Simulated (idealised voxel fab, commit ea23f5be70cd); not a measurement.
process module | voxel lift off
cross-section cut | 300 nm wide | cells 5 nm
A cross-section is a grid of square cells, given in bands from the top down. A band is one or more rows of cells.
Each band's line starts with the height of the band's top and of its bottom, in nm. Then come its materials from left to right, each with its width in nm. One material with "throughout" fills the band from edge to edge. "air" is empty space.
Height 0 is the level under which the wafer as received is all one material. The lowest band goes on downwards, as in "0 down".
A width such as "30 to 40" changes by the same amount from each row of cells to the next, from the band's top row to its bottom row.
"no change" after a step means that no cell of the cross-section changed.
closed voids: empty space of 8 cells or more with no open way to the top, each as width x height at its distance from the left edge, in nm
after a step's settings: what the simulator itself notes on the step
overlay nm, on a step with a mask: how far to the right of its planned place the mask lay; to the left if negative
plan
1 op RECEIVE | material Si
2 op CONFORMAL_DEP | material SiN | thk nm 10
3 op PATTERN | tone open | mask id LINES | material resist | width nm 30 | pitch nm 60 | thk nm 15 | overlay nm 0
4 op DIRECTIONAL_DEP | material Ru | thk nm 5
5 op STRIP | etch materials resist
6 op CONFORMAL_DEP | material SiN | thk nm 5
as received, after step 1
  0 down: Si throughout
  closed voids: none
a wafer at the end: this start, this plan, one mistake
  20 to 15: SiN 50 | air 20 | SiN 40 | air 20 | SiN 40 | air 20 | SiN 40 | air 20 | SiN 50
  15 to 10: Ru 45 | SiN 30 | Ru 30 | SiN 30 | Ru 30 | SiN 30 | Ru 30 | SiN 30 | Ru 45
  10 to 0: SiN throughout
  0 down: Si throughout
  closed voids: none
what went wrong: step 3 ran as: op PATTERN | tone cover | mask id LINES | material resist | width nm 30 | pitch nm 60 | thk nm 15 | overlay nm 0
